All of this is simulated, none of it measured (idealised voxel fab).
process module | voxel self aligned vias
cross-section cut | 270 nm wide | cells 5 nm
A cross-section is a grid of square cells, given in bands from the top down. A band is one or more rows of cells.
Each band's line starts with the height of the band's top and of its bottom, in nm. Then come its materials from left to right, each with its width in nm. One material with "throughout" fills the band from edge to edge. "air" is empty space.
Height 0 is the level under which the wafer as received is all one material. The lowest band goes on downwards, as in "0 down".
A width such as "30 to 40" changes by the same amount from each row of cells to the next, from the band's top row to its bottom row.
"no change" after a step means that no cell of the cross-section changed.
closed voids: empty space of 8 cells or more with no open way to the top, each as width x height at its distance from the left edge, in nm
after a step's settings: what the simulator itself notes on the step
overlay nm, on a step with a mask: how far to the right of its planned place the mask lay; to the left if negative
plan
1 op RECEIVE | material Si
2 op CONFORMAL_DEP | material SiO2 | thk nm 15
3 op CONFORMAL_DEP | material SiCN | thk nm 5
4 op DIRECTIONAL_DEP | material SiO2 | thk nm 30
5 op DIRECTIONAL_DEP | material aC | thk nm 10
6 op PATTERN | tone open | mask id LINES | material resist | width nm 30 | pitch nm 65 | thk nm 30 | overlay nm 0
7 op DIRECTIONAL_ETCH | etch materials aC | depth nm 10
8 op STRIP | etch materials resist
9 op DIRECTIONAL_ETCH | etch materials SiO2 | depth nm 30
10 op STRIP | etch materials aC
11 op CONFORMAL_DEP | material TiN | thk nm 5
12 op FILL_DEP | material W | thk nm 5
13 op CMP | height nm 50
14 op SELECTIVE_ETCH | etch materials W Ru TiN | depth nm 5
15 op FILL_DEP | material SiN | thk nm 5
16 op CMP | height nm 50
17 op DIRECTIONAL_DEP | material SiO2 | thk nm 15
18 op MASKED_ETCH | tone open | mask id VIAS | width nm 40 | pitch nm 65 | etch materials SiO2 | depth nm 15 | overlay nm 0
19 op MASKED_ETCH | tone open | mask id VIAS | width nm 40 | pitch nm 65 | etch materials SiN | depth nm 5 | overlay nm 0
20 op CONFORMAL_DEP | material TiN | thk nm 5
21 op FILL_DEP | material W | thk nm 5
22 op CMP | height nm 65
23 op CONFORMAL_DEP | material SiN | thk nm 5
as received, after step 1
  0 down: Si throughout
  closed voids: none
first wafer at the end, as planned
  70 to 65: SiN throughout
  65 to 55: SiO2 50 | TiN 5 | W 30 | TiN 5 | SiO2 25 | TiN 5 | W 30 | TiN 5 | SiO2 25 | TiN 5 | W 30 | TiN 5 | SiO2 50
  55 to 50: SiO2 50 | TiN 10 | W 20 | TiN 10 | SiO2 25 | TiN 10 | W 20 | TiN 10 | SiO2 25 | TiN 10 | W 20 | TiN 10 | SiO2 50
  50 to 45: SiO2 55 | TiN 30 | SiO2 35 | TiN 30 | SiO2 35 | TiN 30 | SiO2 55
  45 to 25: SiO2 55 | TiN 5 | W 20 | TiN 5 | SiO2 35 | TiN 5 | W 20 | TiN 5 | SiO2 35 | TiN 5 | W 20 | TiN 5 | SiO2 55
  25 to 20: SiO2 55 | TiN 30 | SiO2 35 | TiN 30 | SiO2 35 | TiN 30 | SiO2 55
  20 to 15: SiCN throughout
  15 to 0: SiO2 throughout
  0 down: Si throughout
  closed voids: none
second wafer at the end: like start, like plan, one mistake
  70 to 65: SiN throughout
  65 to 50: SiO2 55 | TiN 5 | W 20 | TiN 5 | SiO2 35 | TiN 5 | W 20 | TiN 5 | SiO2 35 | TiN 5 | W 20 | TiN 5 | SiO2 55
  50 to 45: SiO2 55 | TiN 30 | SiO2 35 | TiN 30 | SiO2 35 | TiN 30 | SiO2 55
  45 to 25: SiO2 55 | TiN 5 | W 20 | TiN 5 | SiO2 35 | TiN 5 | W 20 | TiN 5 | SiO2 35 | TiN 5 | W 20 | TiN 5 | SiO2 55
  25 to 20: SiO2 55 | TiN 30 | SiO2 35 | TiN 30 | SiO2 35 | TiN 30 | SiO2 55
  20 to 15: SiCN throughout
  15 to 0: SiO2 throughout
  0 down: Si throughout
  closed voids: none
what went wrong: step 18 ran as: op MASKED_ETCH | tone open | mask id VIAS | width nm 30 | pitch nm 65 | etch materials SiO2 | depth nm 15 | overlay nm 0
at the end the second wafer has, in cells: 18 more of SiO2 | 6 fewer of TiN | 12 fewer of W
